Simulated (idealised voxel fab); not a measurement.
A process module follows: voxel wiring stack.
Xsec cut, 255 nm wide, square cell size 5 nm.
Throughout this document, each cross-section is represented as a grid of square cells and is presented as a sequence of bands enumerated from the top downward, where a band comprises one or more rows of cells. Within each band entry, the heights of the top and of the bottom of the band appear first, in that order and in nm; the materials of the band then follow from left to right, each with its corresponding width in nm. The designation "all across" on a single material indicates that it fills the band from edge to edge; the designation "air" indicates empty space. Below 0: as-received wafer, all one material; heights counted from there. Lowest band: no bottom, goes on down, written "z 0 and below". Quick explanation for "30 to 40": the width changes in equal steps down the rows of cells, from the first number in the band's top row to the second number in its bottom row. "no alteration", as given for a step, is the statement that not any cell of the cross-section underwent a change during that step. The list in "Non-vented voids" covers empty spaces of 8 cells or more that cannot reach the top through any open way, and it gives each as width x height at distance; the distance is from the left edge, and width, height and distance are in nm. On each step's line, the part that comes after the settings is the simulator's own comment on the step. "overlay nm" answers the question of how far to the right of plan the mask lay on a step that has a mask, and when it is negative the answer is to the left.
# Planned step list for the process
step 1: RECEIVE (material Si)
step 2: CONFORMAL_DEP (material SiO2; thk nm 15)
step 3: CONFORMAL_DEP (material SiN; thk nm 5)
step 4: DIRECTIONAL_DEP (material lowk; thk nm 25)
step 5: MASKED_ETCH (tone open; mask id METAL_1; width nm 30; pitch nm 50; etch materials lowk; depth nm 25; overlay nm 0)
step 6: MASKED_ETCH (tone open; mask id METAL_1; width nm 30; pitch nm 50; etch materials SiN; depth nm 5; overlay nm 0)
step 7: CONFORMAL_DEP (material TiN; thk nm 5)
step 8: FILL_DEP (material Cu; thk nm 10)
step 9: CMP (height nm 45)
step 10: CONFORMAL_DEP (material SiCN; thk nm 5)
step 11: DIRECTIONAL_DEP (material SiO2; thk nm 25)
step 12: MASKED_ETCH (tone open; mask id METAL_2_HOLES; width nm 15; pitch nm 50; etch materials SiO2; depth nm 25; overlay nm 0)
step 13: MASKED_ETCH (tone open; mask id METAL_2; width nm 30; pitch nm 50; etch materials SiO2; depth nm 15; overlay nm 0)
step 14: MASKED_ETCH (tone open; mask id METAL_2; width nm 30; pitch nm 50; etch materials SiCN; depth nm 5; overlay nm 0)
step 15: CONFORMAL_DEP (material TiN; thk nm 5)
step 16: FILL_DEP (material Cu; thk nm 10)
step 17: CMP (height nm 75)
step 18: CONFORMAL_DEP (material SiCN; thk nm 5)
step 19: DIRECTIONAL_DEP (material lowk; thk nm 30)
step 20: MASKED_ETCH (tone open; mask id METAL_3; width nm 30; pitch nm 50; etch materials lowk; depth nm 15; overlay nm 0)
step 21: MASKED_ETCH (tone open; mask id METAL_3_HOLES; width nm 15; pitch nm 50; etch materials lowk; depth nm 15; overlay nm 0)
step 22: MASKED_ETCH (tone open; mask id METAL_3_HOLES; width nm 15; pitch nm 50; etch materials SiCN; depth nm 5; overlay nm 0)
step 23: CONFORMAL_DEP (material TiN; thk nm 5)
step 24: FILL_DEP (material Cu; thk nm 5)
step 25: CMP (height nm 110)
step 26: CONFORMAL_DEP (material SiN; thk nm 5)
# Account of the first of two wafers, which was processed as intended
# Cross-sectional view of the wafer in its as-received condition, corresponding to the state after step 1
- z 0 and below = Si all across
- Non-vented voids: none
# How the wafer stands in section after step 2
- z 15 to 0 = SiO2 all across
- Below 0, the layers are the same as they were.
# How the wafer stands in section after step 3
- z 20 to 15 = SiN all across
- Below 15, the layers are the same as they were.
# How the wafer stands in section after step 4
- z 45 to 20 = lowk all across
- Below 20, the layers are the same as they were.
# How the wafer stands in section after step 5
- z 45 to 20 = lowk=35 | air=30 | lowk=20 | air=30 | lowk=20 | air=30 | lowk=20 | air=30 | lowk=40
- Below 20, the layers are the same as they were.
# How the wafer stands in section after step 6
- z 45 to 20 = lowk=35 | air=30 | lowk=20 | air=30 | lowk=20 | air=30 | lowk=20 | air=30 | lowk=40
- z 20 to 15 = SiN=35 | air=30 | SiN=20 | air=30 | SiN=20 | air=30 | SiN=20 | air=30 | SiN=40
- Below 15, the layers are the same as they were.
# How the wafer stands in section after step 7
- z 50 to 45 = TiN=40 | air=20 | TiN=30 | air=20 | TiN=30 | air=20 | TiN=30 | air=20 | TiN=45
- z 45 to 20 = lowk=35 | TiN=5 | air=20 | TiN=5 | lowk=20 | TiN=5 | air=20 | TiN=5 | lowk=20 | TiN=5 | air=20 | TiN=5 | lowk=20 | TiN=5 | air=20 | TiN=5 | lowk=40
- z 20 to 15 = SiN=35 | TiN=30 | SiN=20 | TiN=30 | SiN=20 | TiN=30 | SiN=20 | TiN=30 | SiN=40
- Below 15, the layers are the same as they were.
# How the wafer stands in section after step 8
- z 60 to 50 = Cu all across
- z 50 to 45 = TiN=40 | Cu=20 | TiN=30 | Cu=20 | TiN=30 | Cu=20 | TiN=30 | Cu=20 | TiN=45
- z 45 to 20 = lowk=35 | TiN=5 | Cu=20 | TiN=5 | lowk=20 | TiN=5 | Cu=20 | TiN=5 | lowk=20 | TiN=5 | Cu=20 | TiN=5 | lowk=20 | TiN=5 | Cu=20 | TiN=5 | lowk=40
- Below 20, the layers are the same as they were.
# How the wafer stands in section after step 9
- z 45 to 20 = lowk=35 | TiN=5 | Cu=20 | TiN=5 | lowk=20 | TiN=5 | Cu=20 | TiN=5 | lowk=20 | TiN=5 | Cu=20 | TiN=5 | lowk=20 | TiN=5 | Cu=20 | TiN=5 | lowk=40
- Below 20, the layers are the same as they were.
# How the wafer stands in section after step 10
- z 50 to 45 = SiCN all across
- Below 45, the layers are the same as they were.
# How the wafer stands in section after step 11
- z 75 to 50 = SiO2 all across
- Below 50, the layers are the same as they were.
# How the wafer stands in section after step 12
- z 75 to 50 = SiO2=35 | air=15 | SiO2=35 | air=15 | SiO2=35 | air=15 | SiO2=35 | air=15 | SiO2=55
- Below 50, the layers are the same as they were.
# How the wafer stands in section after step 13
- z 75 to 60 = SiO2=35 | air=30 | SiO2=20 | air=30 | SiO2=20 | air=30 | SiO2=20 | air=30 | SiO2=40
- Below 60, the layers are the same as they were.
# How the wafer stands in section after step 14
- z 75 to 60 = SiO2=35 | air=30 | SiO2=20 | air=30 | SiO2=20 | air=30 | SiO2=20 | air=30 | SiO2=40
- z 60 to 50 = SiO2=35 | air=15 | SiO2=35 | air=15 | SiO2=35 | air=15 | SiO2=35 | air=15 | SiO2=55
- z 50 to 45 = SiCN=35 | air=15 | SiCN=35 | air=15 | SiCN=35 | air=15 | SiCN=35 | air=15 | SiCN=55
- Below 45, the layers are the same as they were.
# How the wafer stands in section after step 15
- z 80 to 75 = TiN=40 | air=20 | TiN=30 | air=20 | TiN=30 | air=20 | TiN=30 | air=20 | TiN=45
- z 75 to 65 = SiO2=35 | TiN=5 | air=20 | TiN=5 | SiO2=20 | TiN=5 | air=20 | TiN=5 | SiO2=20 | TiN=5 | air=20 | TiN=5 | SiO2=20 | TiN=5 | air=20 | TiN=5 | SiO2=40
- z 65 to 60 = SiO2=35 | TiN=5 | air=5 | TiN=20 | SiO2=20 | TiN=5 | air=5 | TiN=20 | SiO2=20 | TiN=5 | air=5 | TiN=20 | SiO2=20 | TiN=5 | air=5 | TiN=20 | SiO2=40
- z 60 to 50 = SiO2=35 | TiN=5 | air=5 | TiN=5 | SiO2=35 | TiN=5 | air=5 | TiN=5 | SiO2=35 | TiN=5 | air=5 | TiN=5 | SiO2=35 | TiN=5 | air=5 | TiN=5 | SiO2=55
- z 50 to 45 = SiCN=35 | TiN=15 | SiCN=35 | TiN=15 | SiCN=35 | TiN=15 | SiCN=35 | TiN=15 | SiCN=55
- Below 45, the layers are the same as they were.
# How the wafer stands in section after step 16
- z 90 to 80 = Cu all across
- z 80 to 75 = TiN=40 | Cu=20 | TiN=30 | Cu=20 | TiN=30 | Cu=20 | TiN=30 | Cu=20 | TiN=45
- z 75 to 65 = SiO2=35 | TiN=5 | Cu=20 | TiN=5 | SiO2=20 | TiN=5 | Cu=20 | TiN=5 | SiO2=20 | TiN=5 | Cu=20 | TiN=5 | SiO2=20 | TiN=5 | Cu=20 | TiN=5 | SiO2=40
- z 65 to 60 = SiO2=35 | TiN=5 | Cu=5 | TiN=20 | SiO2=20 | TiN=5 | Cu=5 | TiN=20 | SiO2=20 | TiN=5 | Cu=5 | TiN=20 | SiO2=20 | TiN=5 | Cu=5 | TiN=20 | SiO2=40
- z 60 to 50 = SiO2=35 | TiN=5 | Cu=5 | TiN=5 | SiO2=35 | TiN=5 | Cu=5 | TiN=5 | SiO2=35 | TiN=5 | Cu=5 | TiN=5 | SiO2=35 | TiN=5 | Cu=5 | TiN=5 | SiO2=55
- Below 50, the layers are the same as they were.
# How the wafer stands in section after step 17
- z 75 to 65 = SiO2=35 | TiN=5 | Cu=20 | TiN=5 | SiO2=20 | TiN=5 | Cu=20 | TiN=5 | SiO2=20 | TiN=5 | Cu=20 | TiN=5 | SiO2=20 | TiN=5 | Cu=20 | TiN=5 | SiO2=40
- Below 65, the layers are the same as they were.
# How the wafer stands in section after step 18
- z 80 to 75 = SiCN all across
- Below 75, the layers are the same as they were.
# How the wafer stands in section after step 19
- z 110 to 80 = lowk all across
- Below 80, the layers are the same as they were.
# How the wafer stands in section after step 20
- z 110 to 95 = lowk=35 | air=30 | lowk=20 | air=30 | lowk=20 | air=30 | lowk=20 | air=30 | lowk=40
- Below 95, the layers are the same as they were.
# How the wafer stands in section after step 21
- z 110 to 95 = lowk=35 | air=30 | lowk=20 | air=30 | lowk=20 | air=30 | lowk=20 | air=30 | lowk=40
- z 95 to 80 = lowk=35 | air=15 | lowk=35 | air=15 | lowk=35 | air=15 | lowk=35 | air=15 | lowk=55
- Below 80, the layers are the same as they were.
# How the wafer stands in section after step 22
- z 110 to 95 = lowk=35 | air=30 | lowk=20 | air=30 | lowk=20 | air=30 | lowk=20 | air=30 | lowk=40
- z 95 to 80 = lowk=35 | air=15 | lowk=35 | air=15 | lowk=35 | air=15 | lowk=35 | air=15 | lowk=55
- z 80 to 75 = SiCN=35 | air=15 | SiCN=35 | air=15 | SiCN=35 | air=15 | SiCN=35 | air=15 | SiCN=55
- Below 75, the layers are the same as they were.
# How the wafer stands in section after step 23
- z 115 to 110 = TiN=40 | air=20 | TiN=30 | air=20 | TiN=30 | air=20 | TiN=30 | air=20 | TiN=45
- z 110 to 100 = lowk=35 | TiN=5 | air=20 | TiN=5 | lowk=20 | TiN=5 | air=20 | TiN=5 | lowk=20 | TiN=5 | air=20 | TiN=5 | lowk=20 | TiN=5 | air=20 | TiN=5 | lowk=40
- z 100 to 95 = lowk=35 | TiN=5 | air=5 | TiN=20 | lowk=20 | TiN=5 | air=5 | TiN=20 | lowk=20 | TiN=5 | air=5 | TiN=20 | lowk=20 | TiN=5 | air=5 | TiN=20 | lowk=40
- z 95 to 80 = lowk=35 | TiN=5 | air=5 | TiN=5 | lowk=35 | TiN=5 | air=5 | TiN=5 | lowk=35 | TiN=5 | air=5 | TiN=5 | lowk=35 | TiN=5 | air=5 | TiN=5 | lowk=55
- z 80 to 75 = SiCN=35 | TiN=15 | SiCN=35 | TiN=15 | SiCN=35 | TiN=15 | SiCN=35 | TiN=15 | SiCN=55
- Below 75, the layers are the same as they were.
# How the wafer stands in section after step 24
- z 120 to 115 = Cu all across
- z 115 to 110 = TiN=40 | Cu=20 | TiN=30 | Cu=20 | TiN=30 | Cu=20 | TiN=30 | Cu=20 | TiN=45
- z 110 to 100 = lowk=35 | TiN=5 | Cu=20 | TiN=5 | lowk=20 | TiN=5 | Cu=20 | TiN=5 | lowk=20 | TiN=5 | Cu=20 | TiN=5 | lowk=20 | TiN=5 | Cu=20 | TiN=5 | lowk=40
- z 100 to 95 = lowk=35 | TiN=5 | Cu=5 | TiN=20 | lowk=20 | TiN=5 | Cu=5 | TiN=20 | lowk=20 | TiN=5 | Cu=5 | TiN=20 | lowk=20 | TiN=5 | Cu=5 | TiN=20 | lowk=40
- z 95 to 80 = lowk=35 | TiN=5 | Cu=5 | TiN=5 | lowk=35 | TiN=5 | Cu=5 | TiN=5 | lowk=35 | TiN=5 | Cu=5 | TiN=5 | lowk=35 | TiN=5 | Cu=5 | TiN=5 | lowk=55
- Below 80, the layers are the same as they were.
# How the wafer stands in section after step 25
- z 110 to 100 = lowk=35 | TiN=5 | Cu=20 | TiN=5 | lowk=20 | TiN=5 | Cu=20 | TiN=5 | lowk=20 | TiN=5 | Cu=20 | TiN=5 | lowk=20 | TiN=5 | Cu=20 | TiN=5 | lowk=40
- Below 100, the layers are the same as they were.
# How the wafer stands in section after step 26
- z 115 to 110 = SiN all across
- Below 110, the layers are the same as they were.
# Second wafer - shared start and plan with the first - one error in running - same as the first up to step 16 inclusive
Cross-section: second wafer, time at which step 17 was scheduled to end: no alteration
# Cross-section: second wafer, time at which step 18 was scheduled to end
- z 95 to 90 = SiCN all across
- Below 90, the layers are the same as they were.
# Cross-section: second wafer, time at which step 19 was scheduled to end
- z 125 to 95 = lowk all across
- Below 95, the layers are the same as they were.
# Cross-section: second wafer, time at which step 20 was scheduled to end
- z 125 to 110 = lowk=35 | air=30 | lowk=20 | air=30 | lowk=20 | air=30 | lowk=20 | air=30 | lowk=40
- Below 110, the layers are the same as they were.
# Cross-section: second wafer, time at which step 21 was scheduled to end
- z 125 to 110 = lowk=35 | air=30 | lowk=20 | air=30 | lowk=20 | air=30 | lowk=20 | air=30 | lowk=40
- z 110 to 95 = lowk=35 | air=15 | lowk=35 | air=15 | lowk=35 | air=15 | lowk=35 | air=15 | lowk=55
- Below 95, the layers are the same as they were.
# Cross-section: second wafer, time at which step 22 was scheduled to end
- z 125 to 110 = lowk=35 | air=30 | lowk=20 | air=30 | lowk=20 | air=30 | lowk=20 | air=30 | lowk=40
- z 110 to 95 = lowk=35 | air=15 | lowk=35 | air=15 | lowk=35 | air=15 | lowk=35 | air=15 | lowk=55
- z 95 to 90 = SiCN=35 | air=15 | SiCN=35 | air=15 | SiCN=35 | air=15 | SiCN=35 | air=15 | SiCN=55
- Below 90, the layers are the same as they were.
# Cross-section: second wafer, time at which step 23 was scheduled to end
- z 130 to 125 = TiN=40 | air=20 | TiN=30 | air=20 | TiN=30 | air=20 | TiN=30 | air=20 | TiN=45
- z 125 to 115 = lowk=35 | TiN=5 | air=20 | TiN=5 | lowk=20 | TiN=5 | air=20 | TiN=5 | lowk=20 | TiN=5 | air=20 | TiN=5 | lowk=20 | TiN=5 | air=20 | TiN=5 | lowk=40
- z 115 to 110 = lowk=35 | TiN=5 | air=5 | TiN=20 | lowk=20 | TiN=5 | air=5 | TiN=20 | lowk=20 | TiN=5 | air=5 | TiN=20 | lowk=20 | TiN=5 | air=5 | TiN=20 | lowk=40
- z 110 to 95 = lowk=35 | TiN=5 | air=5 | TiN=5 | lowk=35 | TiN=5 | air=5 | TiN=5 | lowk=35 | TiN=5 | air=5 | TiN=5 | lowk=35 | TiN=5 | air=5 | TiN=5 | lowk=55
- z 95 to 90 = SiCN=35 | TiN=15 | SiCN=35 | TiN=15 | SiCN=35 | TiN=15 | SiCN=35 | TiN=15 | SiCN=55
- Below 90, the layers are the same as they were.
# Cross-section: second wafer, time at which step 24 was scheduled to end
- z 135 to 130 = Cu all across
- z 130 to 125 = TiN=40 | Cu=20 | TiN=30 | Cu=20 | TiN=30 | Cu=20 | TiN=30 | Cu=20 | TiN=45
- z 125 to 115 = lowk=35 | TiN=5 | Cu=20 | TiN=5 | lowk=20 | TiN=5 | Cu=20 | TiN=5 | lowk=20 | TiN=5 | Cu=20 | TiN=5 | lowk=20 | TiN=5 | Cu=20 | TiN=5 | lowk=40
- z 115 to 110 = lowk=35 | TiN=5 | Cu=5 | TiN=20 | lowk=20 | TiN=5 | Cu=5 | TiN=20 | lowk=20 | TiN=5 | Cu=5 | TiN=20 | lowk=20 | TiN=5 | Cu=5 | TiN=20 | lowk=40
- z 110 to 95 = lowk=35 | TiN=5 | Cu=5 | TiN=5 | lowk=35 | TiN=5 | Cu=5 | TiN=5 | lowk=35 | TiN=5 | Cu=5 | TiN=5 | lowk=35 | TiN=5 | Cu=5 | TiN=5 | lowk=55
- Below 95, the layers are the same as they were.
# Cross-section: second wafer, time at which step 25 was scheduled to end
- z 110 to 95 = lowk=35 | TiN=5 | Cu=5 | TiN=5 | lowk=35 | TiN=5 | Cu=5 | TiN=5 | lowk=35 | TiN=5 | Cu=5 | TiN=5 | lowk=35 | TiN=5 | Cu=5 | TiN=5 | lowk=55
- Below 95, the layers are the same as they were.
# Cross-section: second wafer, time at which step 26 was scheduled to end
- z 115 to 110 = SiN all across
- Below 110, the layers are the same as they were.
Deviation noted in wafer processing: step 17 of the plan did not run at all; it was left out
Wafer comparison, final, in cells, second relative to first, materials more or fewer: +82 Cu; -1 TiN; -81 lowk
